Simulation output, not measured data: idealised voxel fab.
Title: Process Module voxel trench capacitor
The cross-section shown here is cut; it is 245 nm wide and divided into square cells measuring 5 nm on a side.
Reading order for cross-sections: top band down to bottom band. Underlying form: a grid of square cells. Band size: one or more rows of cells.
Band entry format. Leading values: height of top, height of bottom, nm. Remainder: materials in left-to-right order, each with its width in nm. Special words: "throughout" on a single material, which then fills the band edge to edge; "air", empty space.
A quick word on heights: they are counted from 0, and under that level the wafer as it came to us is one material throughout. The lowest band is different from the rest in having no bottom; it simply continues downward, written as in "0 nm and below".
Width: "30->40" (first number = top row, second number = bottom row, same change from row to row of cells).
Reading "nothing was modified" for a step: not a cell of the cross-section changed in it.
Listed in "Closed cavity list": every empty space of 8 or more cells without an open way to the top. Form: width x height at distance, the distance being from the left edge, all in nm.
Past the settings on a step's line: simulator remark, on that step.
A step line may carry the setting "overlay nm", which, for steps involving a mask, states the distance by which the mask lay to the right of its intended position; negative values denote displacement to the left.
Note: before/after cross-section pairs follow, one process step per pair, after-side truncated at the lowest changed band, step and settings given beneath. Different runs of this module on the same starting wafer may supply the pairs; a pair continues the one above only where the "Pre-step geometry" entry says so.

Pre-step geometry
	0 nm and below | Si throughout
	Closed cavity list: none

Cross-Section After Step
	5 nm to 0 nm | SiN throughout
	Below 0, no change.
	Closed cavity list: none
Step lying between the two cross-sections just above: CONFORMAL_DEP with material SiN, thk nm 5

Pre-step geometry: For the state before this step, see the after cross-section of the pair located directly above.

Cross-Section After Step
	20 nm to 5 nm | resist 40 nm | air 30 nm | resist 15 nm | air 30 nm | resist 15 nm | air 30 nm | resist 15 nm | air 30 nm | resist 40 nm
	Below 5, no change.
	Closed cavity list: none
Step lying between the two cross-sections just above: PATTERN with tone open, mask id TRENCH, material resist, width nm 30, pitch nm 45, thk nm 15, overlay nm 0

Pre-step geometry: For the state before this step, see the after cross-section of the pair located directly above.

Cross-Section After Step
	20 nm to 5 nm | resist 40 nm | air 30 nm | resist 15 nm | air 30 nm | resist 15 nm | air 30 nm | resist 15 nm | air 30 nm | resist 40 nm
	5 nm to 0 nm | SiN 40 nm | air 30 nm | SiN 15 nm | air 30 nm | SiN 15 nm | air 30 nm | SiN 15 nm | air 30 nm | SiN 40 nm
	Below 0, no change.
	Closed cavity list: none
Step lying between the two cross-sections just above: DIRECTIONAL_ETCH with etch materials SiN, depth nm 5

Pre-step geometry: For the state before this step, see the after cross-section of the pair located directly above.

Cross-Section After Step
	20 nm to 5 nm | resist 40 nm | air 30 nm | resist 15 nm | air 30 nm | resist 15 nm | air 30 nm | resist 15 nm | air 30 nm | resist 40 nm
	5 nm to 0 nm | SiN 40 nm | air 30 nm | SiN 15 nm | air 30 nm | SiN 15 nm | air 30 nm | SiN 15 nm | air 30 nm | SiN 40 nm
	0 nm to -40 nm | Si 40 nm | air 30 nm | Si 15 nm | air 30 nm | Si 15 nm | air 30 nm | Si 15 nm | air 30 nm | Si 40 nm
	Below -40, no change.
	Closed cavity list: none
Step lying between the two cross-sections just above: DIRECTIONAL_ETCH with etch materials Si, depth nm 40

Pre-step geometry: For the state before this step, see the after cross-section of the pair located directly above.

Cross-Section After Step
	5 nm to 0 nm | SiN 40 nm | air 30 nm | SiN 15 nm | air 30 nm | SiN 15 nm | air 30 nm | SiN 15 nm | air 30 nm | SiN 40 nm
	Below 0, no change.
	Closed cavity list: none
Step lying between the two cross-sections just above: STRIP with etch materials resist

Pre-step geometry: For the state before this step, see the after cross-section of the pair located directly above.

Cross-Section After Step
	10 nm to 5 nm | HfO2 45 nm | air 20 nm | HfO2 25 nm | air 20 nm | HfO2 25 nm | air 20 nm | HfO2 25 nm | air 20 nm | HfO2 45 nm
	5 nm to 0 nm | SiN 40 nm | HfO2 5 nm | air 20 nm | HfO2 5 nm | SiN 15 nm | HfO2 5 nm | air 20 nm | HfO2 5 nm | SiN 15 nm | HfO2 5 nm | air 20 nm | HfO2 5 nm | SiN 15 nm | HfO2 5 nm | air 20 nm | HfO2 5 nm | SiN 40 nm
	0 nm to -35 nm | Si 40 nm | HfO2 5 nm | air 20 nm | HfO2 5 nm | Si 15 nm | HfO2 5 nm | air 20 nm | HfO2 5 nm | Si 15 nm | HfO2 5 nm | air 20 nm | HfO2 5 nm | Si 15 nm | HfO2 5 nm | air 20 nm | HfO2 5 nm | Si 40 nm
	-35 nm to -40 nm | Si 40 nm | HfO2 30 nm | Si 15 nm | HfO2 30 nm | Si 15 nm | HfO2 30 nm | Si 15 nm | HfO2 30 nm | Si 40 nm
	Below -40, no change.
	Closed cavity list: none
Step lying between the two cross-sections just above: CONFORMAL_DEP with material HfO2, thk nm 5

Pre-step geometry: For the state before this step, see the after cross-section of the pair located directly above.

Cross-Section After Step
	15 nm to 10 nm | TiN 50 nm | air 10 nm | TiN 35 nm | air 10 nm | TiN 35 nm | air 10 nm | TiN 35 nm | air 10 nm | TiN 50 nm
	10 nm to 5 nm | HfO2 45 nm | TiN 5 nm | air 10 nm | TiN 5 nm | HfO2 25 nm | TiN 5 nm | air 10 nm | TiN 5 nm | HfO2 25 nm | TiN 5 nm | air 10 nm | TiN 5 nm | HfO2 25 nm | TiN 5 nm | air 10 nm | TiN 5 nm | HfO2 45 nm
	5 nm to 0 nm | SiN 40 nm | HfO2 5 nm | TiN 5 nm | air 10 nm | TiN 5 nm | HfO2 5 nm | SiN 15 nm | HfO2 5 nm | TiN 5 nm | air 10 nm | TiN 5 nm | HfO2 5 nm | SiN 15 nm | HfO2 5 nm | TiN 5 nm | air 10 nm | TiN 5 nm | HfO2 5 nm | SiN 15 nm | HfO2 5 nm | TiN 5 nm | air 10 nm | TiN 5 nm | HfO2 5 nm | SiN 40 nm
	0 nm to -30 nm | Si 40 nm | HfO2 5 nm | TiN 5 nm | air 10 nm | TiN 5 nm | HfO2 5 nm | Si 15 nm | HfO2 5 nm | TiN 5 nm | air 10 nm | TiN 5 nm | HfO2 5 nm | Si 15 nm | HfO2 5 nm | TiN 5 nm | air 10 nm | TiN 5 nm | HfO2 5 nm | Si 15 nm | HfO2 5 nm | TiN 5 nm | air 10 nm | TiN 5 nm | HfO2 5 nm | Si 40 nm
	-30 nm to -35 nm | Si 40 nm | HfO2 5 nm | TiN 20 nm | HfO2 5 nm | Si 15 nm | HfO2 5 nm | TiN 20 nm | HfO2 5 nm | Si 15 nm | HfO2 5 nm | TiN 20 nm | HfO2 5 nm | Si 15 nm | HfO2 5 nm | TiN 20 nm | HfO2 5 nm | Si 40 nm
	Below -35, no change.
	Closed cavity list: none
Step lying between the two cross-sections just above: CONFORMAL_DEP with material TiN, thk nm 5

Pre-step geometry: For the state before this step, see the after cross-section of the pair located directly above.

Cross-Section After Step
	20 nm to 15 nm | W throughout
	15 nm to 10 nm | TiN 50 nm | W 10 nm | TiN 35 nm | W 10 nm | TiN 35 nm | W 10 nm | TiN 35 nm | W 10 nm | TiN 50 nm
	10 nm to 5 nm | HfO2 45 nm | TiN 5 nm | W 10 nm | TiN 5 nm | HfO2 25 nm | TiN 5 nm | W 10 nm | TiN 5 nm | HfO2 25 nm | TiN 5 nm | W 10 nm | TiN 5 nm | HfO2 25 nm | TiN 5 nm | W 10 nm | TiN 5 nm | HfO2 45 nm
	5 nm to 0 nm | SiN 40 nm | HfO2 5 nm | TiN 5 nm | W 10 nm | TiN 5 nm | HfO2 5 nm | SiN 15 nm | HfO2 5 nm | TiN 5 nm | W 10 nm | TiN 5 nm | HfO2 5 nm | SiN 15 nm | HfO2 5 nm | TiN 5 nm | W 10 nm | TiN 5 nm | HfO2 5 nm | SiN 15 nm | HfO2 5 nm | TiN 5 nm | W 10 nm | TiN 5 nm | HfO2 5 nm | SiN 40 nm
	0 nm to -30 nm | Si 40 nm | HfO2 5 nm | TiN 5 nm | W 10 nm | TiN 5 nm | HfO2 5 nm | Si 15 nm | HfO2 5 nm | TiN 5 nm | W 10 nm | TiN 5 nm | HfO2 5 nm | Si 15 nm | HfO2 5 nm | TiN 5 nm | W 10 nm | TiN 5 nm | HfO2 5 nm | Si 15 nm | HfO2 5 nm | TiN 5 nm | W 10 nm | TiN 5 nm | HfO2 5 nm | Si 40 nm
	Below -30, no change.
	Closed cavity list: none
Step lying between the two cross-sections just above: FILL_DEP with material W, thk nm 5

Pre-step geometry: For the state before this step, see the after cross-section of the pair located directly above.

Cross-Section After Step
	5 nm to 0 nm | SiN 40 nm | HfO2 5 nm | TiN 5 nm | W 10 nm | TiN 5 nm | HfO2 5 nm | SiN 15 nm | HfO2 5 nm | TiN 5 nm | W 10 nm | TiN 5 nm | HfO2 5 nm | SiN 15 nm | HfO2 5 nm | TiN 5 nm | W 10 nm | TiN 5 nm | HfO2 5 nm | SiN 15 nm | HfO2 5 nm | TiN 5 nm | W 10 nm | TiN 5 nm | HfO2 5 nm | SiN 40 nm
	Below 0, no change.
	Closed cavity list: none
Step lying between the two cross-sections just above: CMP with height nm 5

Pre-step geometry
	20 nm to 15 nm | W throughout
	15 nm to 10 nm | TiN 50 nm | W 10 nm | TiN 35 nm | W 10 nm | TiN 35 nm | W 10 nm | TiN 35 nm | W 10 nm | TiN 50 nm
	10 nm to 5 nm | HfO2 45 nm | TiN 5 nm | W 10 nm | TiN 5 nm | HfO2 25 nm | TiN 5 nm | W 10 nm | TiN 5 nm | HfO2 25 nm | TiN 5 nm | W 10 nm | TiN 5 nm | HfO2 25 nm | TiN 5 nm | W 10 nm | TiN 5 nm | HfO2 45 nm
	5 nm to 0 nm | SiN 40 nm | HfO2 5 nm | TiN 5 nm | W 10 nm | TiN 5 nm | HfO2 5 nm | SiN 15 nm | HfO2 5 nm | TiN 5 nm | W 10 nm | TiN 5 nm | HfO2 5 nm | SiN 15 nm | HfO2 5 nm | TiN 5 nm | W 10 nm | TiN 5 nm | HfO2 5 nm | SiN 15 nm | HfO2 5 nm | TiN 5 nm | W 10 nm | TiN 5 nm | HfO2 5 nm | SiN 40 nm
	0 nm to -30 nm | Si 40 nm | HfO2 5 nm | TiN 5 nm | W 10 nm | TiN 5 nm | HfO2 5 nm | Si 15 nm | HfO2 5 nm | TiN 5 nm | W 10 nm | TiN 5 nm | HfO2 5 nm | Si 15 nm | HfO2 5 nm | TiN 5 nm | W 10 nm | TiN 5 nm | HfO2 5 nm | Si 15 nm | HfO2 5 nm | TiN 5 nm | W 10 nm | TiN 5 nm | HfO2 5 nm | Si 40 nm
	-30 nm to -35 nm | Si 40 nm | HfO2 5 nm | TiN 20 nm | HfO2 5 nm | Si 15 nm | HfO2 5 nm | TiN 20 nm | HfO2 5 nm | Si 15 nm | HfO2 5 nm | TiN 20 nm | HfO2 5 nm | Si 15 nm | HfO2 5 nm | TiN 20 nm | HfO2 5 nm | Si 40 nm
	-35 nm to -40 nm | Si 40 nm | HfO2 30 nm | Si 15 nm | HfO2 30 nm | Si 15 nm | HfO2 30 nm | Si 15 nm | HfO2 30 nm | Si 40 nm
	-40 nm and below | Si throughout
	Closed cavity list: none

Cross-Section After Step
	25 nm to 15 nm | W throughout
	Below 15, no change.
	Closed cavity list: none
Step lying between the two cross-sections just above: FILL_DEP with material W, thk nm 5

Pre-step geometry: For the state before this step, see the after cross-section of the pair located directly above.

Cross-Section After Step
	5 nm to 0 nm | SiN 40 nm | HfO2 5 nm | TiN 5 nm | W 10 nm | TiN 5 nm | HfO2 5 nm | SiN 15 nm | HfO2 5 nm | TiN 5 nm | W 10 nm | TiN 5 nm | HfO2 5 nm | SiN 15 nm | HfO2 5 nm | TiN 5 nm | W 10 nm | TiN 5 nm | HfO2 5 nm | SiN 15 nm | HfO2 5 nm | TiN 5 nm | W 10 nm | TiN 5 nm | HfO2 5 nm | SiN 40 nm
	Below 0, no change.
	Closed cavity list: none
Step lying between the two cross-sections just above: CMP with height nm 5

Pre-step geometry
	5 nm to 0 nm | SiN 40 nm | air 30 nm | SiN 15 nm | air 30 nm | SiN 15 nm | air 30 nm | SiN 15 nm | air 30 nm | SiN 40 nm
	0 nm to -40 nm | Si 40 nm | air 30 nm | Si 15 nm | air 30 nm | Si 15 nm | air 30 nm | Si 15 nm | air 30 nm | Si 40 nm
	-40 nm and below | Si throughout
	Closed cavity list: none

Cross-Section After Step
	10 nm to 5 nm | TiN 45 nm | air 20 nm | TiN 25 nm | air 20 nm | TiN 25 nm | air 20 nm | TiN 25 nm | air 20 nm | TiN 45 nm
	5 nm to 0 nm | SiN 40 nm | TiN 5 nm | air 20 nm | TiN 5 nm | SiN 15 nm | TiN 5 nm | air 20 nm | TiN 5 nm | SiN 15 nm | TiN 5 nm | air 20 nm | TiN 5 nm | SiN 15 nm | TiN 5 nm | air 20 nm | TiN 5 nm | SiN 40 nm
	0 nm to -35 nm | Si 40 nm | TiN 5 nm | air 20 nm | TiN 5 nm | Si 15 nm | TiN 5 nm | air 20 nm | TiN 5 nm | Si 15 nm | TiN 5 nm | air 20 nm | TiN 5 nm | Si 15 nm | TiN 5 nm | air 20 nm | TiN 5 nm | Si 40 nm
	-35 nm to -40 nm | Si 40 nm | TiN 30 nm | Si 15 nm | TiN 30 nm | Si 15 nm | TiN 30 nm | Si 15 nm | TiN 30 nm | Si 40 nm
	Below -40, no change.
	Closed cavity list: none
Step lying between the two cross-sections just above: CONFORMAL_DEP with material TiN, thk nm 5

Pre-step geometry: For the state before this step, see the after cross-section of the pair located directly above.

Cross-Section After Step
	15 nm to 10 nm | HfO2 50 nm | air 10 nm | HfO2 35 nm | air 10 nm | HfO2 35 nm | air 10 nm | HfO2 35 nm | air 10 nm | HfO2 50 nm
	10 nm to 5 nm | TiN 45 nm | HfO2 5 nm | air 10 nm | HfO2 5 nm | TiN 25 nm | HfO2 5 nm | air 10 nm | HfO2 5 nm | TiN 25 nm | HfO2 5 nm | air 10 nm | HfO2 5 nm | TiN 25 nm | HfO2 5 nm | air 10 nm | HfO2 5 nm | TiN 45 nm
	5 nm to 0 nm | SiN 40 nm | TiN 5 nm | HfO2 5 nm | air 10 nm | HfO2 5 nm | TiN 5 nm | SiN 15 nm | TiN 5 nm | HfO2 5 nm | air 10 nm | HfO2 5 nm | TiN 5 nm | SiN 15 nm | TiN 5 nm | HfO2 5 nm | air 10 nm | HfO2 5 nm | TiN 5 nm | SiN 15 nm | TiN 5 nm | HfO2 5 nm | air 10 nm | HfO2 5 nm | TiN 5 nm | SiN 40 nm
	0 nm to -30 nm | Si 40 nm | TiN 5 nm | HfO2 5 nm | air 10 nm | HfO2 5 nm | TiN 5 nm | Si 15 nm | TiN 5 nm | HfO2 5 nm | air 10 nm | HfO2 5 nm | TiN 5 nm | Si 15 nm | TiN 5 nm | HfO2 5 nm | air 10 nm | HfO2 5 nm | TiN 5 nm | Si 15 nm | TiN 5 nm | HfO2 5 nm | air 10 nm | HfO2 5 nm | TiN 5 nm | Si 40 nm
	-30 nm to -35 nm | Si 40 nm | TiN 5 nm | HfO2 20 nm | TiN 5 nm | Si 15 nm | TiN 5 nm | HfO2 20 nm | TiN 5 nm | Si 15 nm | TiN 5 nm | HfO2 20 nm | TiN 5 nm | Si 15 nm | TiN 5 nm | HfO2 20 nm | TiN 5 nm | Si 40 nm
	Below -35, no change.
	Closed cavity list: none
Step lying between the two cross-sections just above: CONFORMAL_DEP with material HfO2, thk nm 5

Pre-step geometry: For the state before this step, see the after cross-section of the pair located directly above.

Cross-Section After Step
	20 nm to 15 nm | W throughout
	15 nm to 10 nm | HfO2 50 nm | W 10 nm | HfO2 35 nm | W 10 nm | HfO2 35 nm | W 10 nm | HfO2 35 nm | W 10 nm | HfO2 50 nm
	10 nm to 5 nm | TiN 45 nm | HfO2 5 nm | W 10 nm | HfO2 5 nm | TiN 25 nm | HfO2 5 nm | W 10 nm | HfO2 5 nm | TiN 25 nm | HfO2 5 nm | W 10 nm | HfO2 5 nm | TiN 25 nm | HfO2 5 nm | W 10 nm | HfO2 5 nm | TiN 45 nm
	5 nm to 0 nm | SiN 40 nm | TiN 5 nm | HfO2 5 nm | W 10 nm | HfO2 5 nm | TiN 5 nm | SiN 15 nm | TiN 5 nm | HfO2 5 nm | W 10 nm | HfO2 5 nm | TiN 5 nm | SiN 15 nm | TiN 5 nm | HfO2 5 nm | W 10 nm | HfO2 5 nm | TiN 5 nm | SiN 15 nm | TiN 5 nm | HfO2 5 nm | W 10 nm | HfO2 5 nm | TiN 5 nm | SiN 40 nm
	0 nm to -30 nm | Si 40 nm | TiN 5 nm | HfO2 5 nm | W 10 nm | HfO2 5 nm | TiN 5 nm | Si 15 nm | TiN 5 nm | HfO2 5 nm | W 10 nm | HfO2 5 nm | TiN 5 nm | Si 15 nm | TiN 5 nm | HfO2 5 nm | W 10 nm | HfO2 5 nm | TiN 5 nm | Si 15 nm | TiN 5 nm | HfO2 5 nm | W 10 nm | HfO2 5 nm | TiN 5 nm | Si 40 nm
	Below -30, no change.
	Closed cavity list: none
Step lying between the two cross-sections just above: FILL_DEP with material W, thk nm 5

Pre-step geometry: For the state before this step, see the after cross-section of the pair located directly above.

Cross-Section After Step
	5 nm to 0 nm | SiN 40 nm | TiN 5 nm | HfO2 5 nm | W 10 nm | HfO2 5 nm | TiN 5 nm | SiN 15 nm | TiN 5 nm | HfO2 5 nm | W 10 nm | HfO2 5 nm | TiN 5 nm | SiN 15 nm | TiN 5 nm | HfO2 5 nm | W 10 nm | HfO2 5 nm | TiN 5 nm | SiN 15 nm | TiN 5 nm | HfO2 5 nm | W 10 nm | HfO2 5 nm | TiN 5 nm | SiN 40 nm
	Below 0, no change.
	Closed cavity list: none
Step lying between the two cross-sections just above: CMP with height nm 5

Pre-step geometry
	20 nm to 15 nm | W throughout
	15 nm to 10 nm | TiN 50 nm | W 10 nm | TiN 35 nm | W 10 nm | TiN 35 nm | W 10 nm | TiN 35 nm | W 10 nm | TiN 50 nm
	10 nm to 5 nm | HfO2 45 nm | TiN 5 nm | W 10 nm | TiN 5 nm | HfO2 25 nm | TiN 5 nm | W 10 nm | TiN 5 nm | HfO2 25 nm | TiN 5 nm | W 10 nm | TiN 5 nm | HfO2 25 nm | TiN 5 nm | W 10 nm | TiN 5 nm | HfO2 45 nm
	5 nm to 0 nm | SiN 40 nm | HfO2 5 nm | TiN 5 nm | W 10 nm | TiN 5 nm | HfO2 5 nm | SiN 15 nm | HfO2 5 nm | TiN 5 nm | W 10 nm | TiN 5 nm | HfO2 5 nm | SiN 15 nm | HfO2 5 nm | TiN 5 nm | W 10 nm | TiN 5 nm | HfO2 5 nm | SiN 15 nm | HfO2 5 nm | TiN 5 nm | W 10 nm | TiN 5 nm | HfO2 5 nm | SiN 40 nm
	0 nm to -30 nm | Si 40 nm | HfO2 5 nm | TiN 5 nm | W 10 nm | TiN 5 nm | HfO2 5 nm | Si 15 nm | HfO2 5 nm | TiN 5 nm | W 10 nm | TiN 5 nm | HfO2 5 nm | Si 15 nm | HfO2 5 nm | TiN 5 nm | W 10 nm | TiN 5 nm | HfO2 5 nm | Si 15 nm | HfO2 5 nm | TiN 5 nm | W 10 nm | TiN 5 nm | HfO2 5 nm | Si 40 nm
	-30 nm to -35 nm | Si 40 nm | HfO2 5 nm | TiN 20 nm | HfO2 5 nm | Si 15 nm | HfO2 5 nm | TiN 20 nm | HfO2 5 nm | Si 15 nm | HfO2 5 nm | TiN 20 nm | HfO2 5 nm | Si 15 nm | HfO2 5 nm | TiN 20 nm | HfO2 5 nm | Si 40 nm
	-35 nm to -40 nm | Si 40 nm | HfO2 30 nm | Si 15 nm | HfO2 30 nm | Si 15 nm | HfO2 30 nm | Si 15 nm | HfO2 30 nm | Si 40 nm
	-40 nm and below | Si throughout
	Closed cavity list: none

Cross-Section After Step
	0 nm to -30 nm | Si 40 nm | HfO2 5 nm | TiN 5 nm | W 10 nm | TiN 5 nm | HfO2 5 nm | Si 15 nm | HfO2 5 nm | TiN 5 nm | W 10 nm | TiN 5 nm | HfO2 5 nm | Si 15 nm | HfO2 5 nm | TiN 5 nm | W 10 nm | TiN 5 nm | HfO2 5 nm | Si 15 nm | HfO2 5 nm | TiN 5 nm | W 10 nm | TiN 5 nm | HfO2 5 nm | Si 40 nm
	Below -30, no change.
	Closed cavity list: none
Step lying between the two cross-sections just above: CMP with height nm 0

Pre-step geometry
	5 nm to 0 nm | SiN throughout
	0 nm and below | Si throughout
	Closed cavity list: none

Cross-Section After Step
	20 nm to 5 nm | resist 45 nm | air 20 nm | resist 25 nm | air 20 nm | resist 25 nm | air 20 nm | resist 25 nm | air 20 nm | resist 45 nm
	Below 5, no change.
	Closed cavity list: none
Step lying between the two cross-sections just above: PATTERN with tone open, mask id TRENCH, material resist, width nm 20, pitch nm 45, thk nm 15, overlay nm 0

Pre-step geometry: For the state before this step, see the after cross-section of the pair located directly above.

Cross-Section After Step
	20 nm to 5 nm | resist 45 nm | air 20 nm | resist 25 nm | air 20 nm | resist 25 nm | air 20 nm | resist 25 nm | air 20 nm | resist 45 nm
	5 nm to 0 nm | SiN 45 nm | air 20 nm | SiN 25 nm | air 20 nm | SiN 25 nm | air 20 nm | SiN 25 nm | air 20 nm | SiN 45 nm
	Below 0, no change.
	Closed cavity list: none
Step lying between the two cross-sections just above: DIRECTIONAL_ETCH with etch materials SiN, depth nm 5

Pre-step geometry: For the state before this step, see the after cross-section of the pair located directly above.

Cross-Section After Step
	20 nm to 5 nm | resist 45 nm | air 20 nm | resist 25 nm | air 20 nm | resist 25 nm | air 20 nm | resist 25 nm | air 20 nm | resist 45 nm
	5 nm to 0 nm | SiN 45 nm | air 20 nm | SiN 25 nm | air 20 nm | SiN 25 nm | air 20 nm | SiN 25 nm | air 20 nm | SiN 45 nm
	0 nm to -40 nm | Si 45 nm | air 20 nm | Si 25 nm | air 20 nm | Si 25 nm | air 20 nm | Si 25 nm | air 20 nm | Si 45 nm
	Below -40, no change.
	Closed cavity list: none
Step lying between the two cross-sections just above: DIRECTIONAL_ETCH with etch materials Si, depth nm 40

Pre-step geometry: For the state before this step, see the after cross-section of the pair located directly above.

Cross-Section After Step
	5 nm to 0 nm | SiN 45 nm | air 20 nm | SiN 25 nm | air 20 nm | SiN 25 nm | air 20 nm | SiN 25 nm | air 20 nm | SiN 45 nm
	Below 0, no change.
	Closed cavity list: none
Step lying between the two cross-sections just above: STRIP with etch materials resist

Pre-step geometry: For the state before this step, see the after cross-section of the pair located directly above.

Cross-Section After Step
	10 nm to 5 nm | HfO2 50 nm | air 10 nm | HfO2 35 nm | air 10 nm | HfO2 35 nm | air 10 nm | HfO2 35 nm | air 10 nm | HfO2 50 nm
	5 nm to 0 nm | SiN 45 nm | HfO2 5 nm | air 10 nm | HfO2 5 nm | SiN 25 nm | HfO2 5 nm | air 10 nm | HfO2 5 nm | SiN 25 nm | HfO2 5 nm | air 10 nm | HfO2 5 nm | SiN 25 nm | HfO2 5 nm | air 10 nm | HfO2 5 nm | SiN 45 nm
	0 nm to -35 nm | Si 45 nm | HfO2 5 nm | air 10 nm | HfO2 5 nm | Si 25 nm | HfO2 5 nm | air 10 nm | HfO2 5 nm | Si 25 nm | HfO2 5 nm | air 10 nm | HfO2 5 nm | Si 25 nm | HfO2 5 nm | air 10 nm | HfO2 5 nm | Si 45 nm
	-35 nm to -40 nm | Si 45 nm | HfO2 20 nm | Si 25 nm | HfO2 20 nm | Si 25 nm | HfO2 20 nm | Si 25 nm | HfO2 20 nm | Si 45 nm
	Below -40, no change.
	Closed cavity list: none
Step lying between the two cross-sections just above: CONFORMAL_DEP with material HfO2, thk nm 5

Pre-step geometry: For the state before this step, see the after cross-section of the pair located directly above.

Cross-Section After Step
	15 nm to 10 nm | TiN throughout
	10 nm to 5 nm | HfO2 50 nm | TiN 10 nm | HfO2 35 nm | TiN 10 nm | HfO2 35 nm | TiN 10 nm | HfO2 35 nm | TiN 10 nm | HfO2 50 nm
	5 nm to 0 nm | SiN 45 nm | HfO2 5 nm | TiN 10 nm | HfO2 5 nm | SiN 25 nm | HfO2 5 nm | TiN 10 nm | HfO2 5 nm | SiN 25 nm | HfO2 5 nm | TiN 10 nm | HfO2 5 nm | SiN 25 nm | HfO2 5 nm | TiN 10 nm | HfO2 5 nm | SiN 45 nm
	0 nm to -35 nm | Si 45 nm | HfO2 5 nm | TiN 10 nm | HfO2 5 nm | Si 25 nm | HfO2 5 nm | TiN 10 nm | HfO2 5 nm | Si 25 nm | HfO2 5 nm | TiN 10 nm | HfO2 5 nm | Si 25 nm | HfO2 5 nm | TiN 10 nm | HfO2 5 nm | Si 45 nm
	Below -35, no change.
	Closed cavity list: none
Step lying between the two cross-sections just above: CONFORMAL_DEP with material TiN, thk nm 5

Pre-step geometry: For the state before this step, see the after cross-section of the pair located directly above.

Cross-Section After Step
	20 nm to 15 nm | W throughout
	Below 15, no change.
	Closed cavity list: none
Step lying between the two cross-sections just above: FILL_DEP with material W, thk nm 5

Pre-step geometry: For the state before this step, see the after cross-section of the pair located directly above.

Cross-Section After Step
	5 nm to 0 nm | SiN 45 nm | HfO2 5 nm | TiN 10 nm | HfO2 5 nm | SiN 25 nm | HfO2 5 nm | TiN 10 nm | HfO2 5 nm | SiN 25 nm | HfO2 5 nm | TiN 10 nm | HfO2 5 nm | SiN 25 nm | HfO2 5 nm | TiN 10 nm | HfO2 5 nm | SiN 45 nm
	Below 0, no change.
	Closed cavity list: none
Step lying between the two cross-sections just above: CMP with height nm 5

Pre-step geometry
	5 nm to 0 nm | SiN throughout
	0 nm and below | Si throughout
	Closed cavity list: none

Cross-Section After Step
	20 nm to 5 nm | resist 30 nm | air 30 nm | resist 15 nm | air 30 nm | resist 15 nm | air 30 nm | resist 15 nm | air 30 nm | resist 50 nm
	Below 5, no change.
	Closed cavity list: none
Step lying between the two cross-sections just above: PATTERN with tone open, mask id TRENCH, material resist, width nm 30, pitch nm 45, thk nm 15, overlay nm -10

Pre-step geometry: For the state before this step, see the after cross-section of the pair located directly above.

Cross-Section After Step
	20 nm to 5 nm | resist 30 nm | air 30 nm | resist 15 nm | air 30 nm | resist 15 nm | air 30 nm | resist 15 nm | air 30 nm | resist 50 nm
	5 nm to 0 nm | SiN 30 nm | air 30 nm | SiN 15 nm | air 30 nm | SiN 15 nm | air 30 nm | SiN 15 nm | air 30 nm | SiN 50 nm
	Below 0, no change.
	Closed cavity list: none
Step lying between the two cross-sections just above: DIRECTIONAL_ETCH with etch materials SiN, depth nm 5

Pre-step geometry: For the state before this step, see the after cross-section of the pair located directly above.

Cross-Section After Step
	20 nm to 5 nm | resist 30 nm | air 30 nm | resist 15 nm | air 30 nm | resist 15 nm | air 30 nm | resist 15 nm | air 30 nm | resist 50 nm
	5 nm to 0 nm | SiN 30 nm | air 30 nm | SiN 15 nm | air 30 nm | SiN 15 nm | air 30 nm | SiN 15 nm | air 30 nm | SiN 50 nm
	0 nm to -40 nm | Si 30 nm | air 30 nm | Si 15 nm | air 30 nm | Si 15 nm | air 30 nm | Si 15 nm | air 30 nm | Si 50 nm
	Below -40, no change.
	Closed cavity list: none
Step lying between the two cross-sections just above: DIRECTIONAL_ETCH with etch materials Si, depth nm 40

Pre-step geometry: For the state before this step, see the after cross-section of the pair located directly above.

Cross-Section After Step
	5 nm to 0 nm | SiN 30 nm | air 30 nm | SiN 15 nm | air 30 nm | SiN 15 nm | air 30 nm | SiN 15 nm | air 30 nm | SiN 50 nm
	Below 0, no change.
	Closed cavity list: none
Step lying between the two cross-sections just above: STRIP with etch materials resist

Pre-step geometry: For the state before this step, see the after cross-section of the pair located directly above.

Cross-Section After Step
	10 nm to 5 nm | HfO2 35 nm | air 20 nm | HfO2 25 nm | air 20 nm | HfO2 25 nm | air 20 nm | HfO2 25 nm | air 20 nm | HfO2 55 nm
	5 nm to 0 nm | SiN 30 nm | HfO2 5 nm | air 20 nm | HfO2 5 nm | SiN 15 nm | HfO2 5 nm | air 20 nm | HfO2 5 nm | SiN 15 nm | HfO2 5 nm | air 20 nm | HfO2 5 nm | SiN 15 nm | HfO2 5 nm | air 20 nm | HfO2 5 nm | SiN 50 nm
	0 nm to -35 nm | Si 30 nm | HfO2 5 nm | air 20 nm | HfO2 5 nm | Si 15 nm | HfO2 5 nm | air 20 nm | HfO2 5 nm | Si 15 nm | HfO2 5 nm | air 20 nm | HfO2 5 nm | Si 15 nm | HfO2 5 nm | air 20 nm | HfO2 5 nm | Si 50 nm
	-35 nm to -40 nm | Si 30 nm | HfO2 30 nm | Si 15 nm | HfO2 30 nm | Si 15 nm | HfO2 30 nm | Si 15 nm | HfO2 30 nm | Si 50 nm
	Below -40, no change.
	Closed cavity list: none
Step lying between the two cross-sections just above: CONFORMAL_DEP with material HfO2, thk nm 5
